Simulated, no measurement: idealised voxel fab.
process module | voxel transistor to metal
cross-section cut | 270 nm wide | cells 5 nm
A cross-section is a grid of square cells, given in bands from the top down. A band is one or more rows of cells.
Each band's line starts with the height of the band's top and of its bottom, in nm. Then come its materials from left to right, each with its width in nm. One material with "throughout" fills the band from edge to edge. "air" is empty space.
Height 0 is the level under which the wafer as received is all one material. The lowest band goes on downwards, as in "0 down".
A width such as "30 to 40" changes by the same amount from each row of cells to the next, from the band's top row to its bottom row.
"no change" after a step means that no cell of the cross-section changed.
closed voids: empty space of 8 cells or more with no open way to the top, each as width x height at its distance from the left edge, in nm
after a step's settings: what the simulator itself notes on the step
overlay nm, on a step with a mask: how far to the right of its planned place the mask lay; to the left if negative
plan
1 op RECEIVE | material Si
2 op OXIDIZE | depth nm 5
3 op CONFORMAL_DEP | material SiN | thk nm 10
4 op MASKED_ETCH | tone cover | mask id ACTIVE | width nm 110 | pitch nm 130 | etch materials SiN | depth nm 10 | overlay nm 0
5 op MASKED_ETCH | tone cover | mask id ACTIVE | width nm 110 | pitch nm 130 | etch materials SiO2 | depth nm 5 | overlay nm 0
6 op MASKED_ETCH | tone cover | mask id ACTIVE | width nm 110 | pitch nm 130 | etch materials Si | depth nm 20 | overlay nm 0
7 op FILL_DEP | material SiO2 | thk nm 5
8 op CMP | height nm 10
9 op SELECTIVE_ETCH | etch materials SiO2 | depth nm 5
10 op STRIP | etch materials SiN
11 op SELECTIVE_ETCH | etch materials SiO2 | depth nm 5
12 op OXIDIZE | depth nm 5
13 op DIRECTIONAL_DEP | material polySi | thk nm 25
14 op DIRECTIONAL_DEP | material SiCN | thk nm 10
15 op PATTERN | tone cover | mask id GATE | material resist | width nm 20 | pitch nm 130 | thk nm 20 | overlay nm 0
16 op DIRECTIONAL_ETCH | etch materials SiCN | depth nm 20
17 op DIRECTIONAL_ETCH | etch materials polySi | depth nm 35
18 op STRIP | etch materials resist
19 op CONFORMAL_DEP | material SiN | thk nm 5
20 op DIRECTIONAL_ETCH | etch materials SiN | depth nm 5
21 op DIRECTIONAL_ETCH | etch materials SiO2 | depth nm 5
22 op EPI | material SiGe | thk nm 5
23 op FILL_DEP | material SiO2 | thk nm 10
24 op CMP | height nm 30
25 op DIRECTIONAL_DEP | material SiO2 | thk nm 10
26 op PATTERN | tone open | mask id CONTACT | material resist | width nm 30 | thk nm 20 | overlay nm 0
27 op DIRECTIONAL_ETCH | etch materials SiO2 | depth nm 45
28 op STRIP | etch materials resist
29 op CONFORMAL_DEP | material TiN | thk nm 5
30 op FILL_DEP | material Ru | thk nm 10
31 op CMP | height nm 40
32 op DIRECTIONAL_DEP | material TiN | thk nm 5
33 op DIRECTIONAL_DEP | material W | thk nm 15
34 op PATTERN | tone cover | mask id METAL_1 | material resist | width nm 20 | thk nm 15 | overlay nm 0
35 op DIRECTIONAL_ETCH | etch materials W | depth nm 15
36 op DIRECTIONAL_ETCH | etch materials TiN | depth nm 5
37 op STRIP | etch materials resist
38 op CONFORMAL_DEP | material SiN | thk nm 5
39 op FILL_DEP | material SiO2 | thk nm 5
40 op CMP | height nm 60
41 op CONFORMAL_DEP | material SiN | thk nm 5
as received, after step 1
  0 down: Si throughout
  closed voids: none
first wafer at the end, as planned
  65 to 60: SiN throughout
  60 to 45: SiO2 20 | SiN 5 | W 20 | SiN 5 | SiO2 40 | SiN 5 | W 20 | SiN 5 | SiO2 30 | SiN 5 | W 20 | SiN 5 | SiO2 40 | SiN 5 | W 20 | SiN 5 | SiO2 20
  45 to 40: SiN 25 | TiN 20 | SiN 50 | TiN 20 | SiN 40 | TiN 20 | SiN 50 | TiN 20 | SiN 25
  40 to 30: SiO2 25 | TiN 5 | Ru 20 | TiN 5 | SiO2 30 | TiN 5 | Ru 20 | TiN 5 | SiO2 40 | TiN 5 | Ru 20 | TiN 5 | SiO2 30 | TiN 5 | Ru 20 | TiN 5 | SiO2 25
  30 to 20: SiO2 25 | TiN 5 | Ru 20 | TiN 5 | SiN 5 | SiCN 20 | SiN 5 | TiN 5 | Ru 20 | TiN 5 | SiO2 40 | TiN 5 | Ru 20 | TiN 5 | SiN 5 | SiCN 20 | SiN 5 | TiN 5 | Ru 20 | TiN 5 | SiO2 25
  20 to 0: SiO2 25 | TiN 5 | Ru 20 | TiN 5 | SiN 5 | polySi 20 | SiN 5 | TiN 5 | Ru 20 | TiN 5 | SiO2 40 | TiN 5 | Ru 20 | TiN 5 | SiN 5 | polySi 20 | SiN 5 | TiN 5 | Ru 20 | TiN 5 | SiO2 25
  0 to -5: SiO2 10 | SiN 5 | SiO2 10 | TiN 30 | SiN 5 | polySi 20 | SiN 5 | TiN 30 | SiO2 10 | SiN 5 | SiO2 10 | SiN 5 | SiO2 10 | TiN 30 | SiN 5 | polySi 20 | SiN 5 | TiN 30 | SiO2 10 | SiN 5 | SiO2 10
  -5 to -10: SiO2 15 | SiGe 40 | SiO2 30 | SiGe 40 | SiO2 20 | SiGe 40 | SiO2 30 | SiGe 40 | SiO2 15
  -10 to -25: SiO2 15 | Si 110 | SiO2 20 | Si 110 | SiO2 15
  -25 down: Si throughout
  closed voids: none
second wafer at the end: like start, like plan, one mistake
  65 to 60: SiN throughout
  60 to 45: SiO2 20 | SiN 5 | W 20 | SiN 5 | SiO2 40 | SiN 5 | W 20 | SiN 5 | SiO2 30 | SiN 5 | W 20 | SiN 5 | SiO2 40 | SiN 5 | W 20 | SiN 5 | SiO2 20
  45 to 40: SiN 25 | TiN 20 | SiN 50 | TiN 20 | SiN 40 | TiN 20 | SiN 50 | TiN 20 | SiN 25
  40 to 30: SiO2 20 | TiN 5 | Ru 20 | TiN 5 | SiO2 30 | TiN 5 to 10 | Ru 20 to 15 | TiN 5 | SiO2 40 | TiN 5 | Ru 20 | TiN 5 | SiO2 30 | TiN 5 to 10 | Ru 20 to 15 | TiN 5 | SiO2 30
  30 to 20: SiO2 20 | TiN 5 | Ru 20 | TiN 5 | SiO2 5 | SiN 5 | SiCN 20 | SiN 5 | TiN 5 | Ru 15 | TiN 5 | SiO2 40 | TiN 5 | Ru 20 | TiN 5 | SiO2 5 | SiN 5 | SiCN 20 | SiN 5 | TiN 5 | Ru 15 | TiN 5 | SiO2 30
  20 to 0: SiO2 20 | TiN 5 | Ru 20 | TiN 5 | SiO2 5 | SiN 5 | polySi 20 | SiN 5 | TiN 5 | Ru 15 | TiN 5 | SiO2 40 | TiN 5 | Ru 20 | TiN 5 | SiO2 5 | SiN 5 | polySi 20 | SiN 5 | TiN 5 | Ru 15 | TiN 5 | SiO2 30
  0 to -5: SiO2 10 | SiN 5 | SiO2 5 | TiN 30 | SiO2 5 | SiN 5 | polySi 20 | SiN 5 | TiN 25 | SiO2 15 | SiN 5 | SiO2 10 | SiN 5 | SiO2 5 | TiN 30 | SiO2 5 | SiN 5 | polySi 20 | SiN 5 | TiN 25 | SiO2 15 | SiN 5 | SiO2 10
  -5 to -10: SiO2 15 | SiGe 40 | SiO2 30 | SiGe 40 | SiO2 20 | SiGe 40 | SiO2 30 | SiGe 40 | SiO2 15
  -10 to -25: SiO2 15 | Si 110 | SiO2 20 | Si 110 | SiO2 15
  -25 down: Si throughout
  closed voids: none
what went wrong: step 26 ran as: op PATTERN | tone open | mask id CONTACT | material resist | width nm 30 | thk nm 20 | overlay nm -5
at the end the second wafer has, in cells: 14 fewer of Ru | 14 more of SiO2
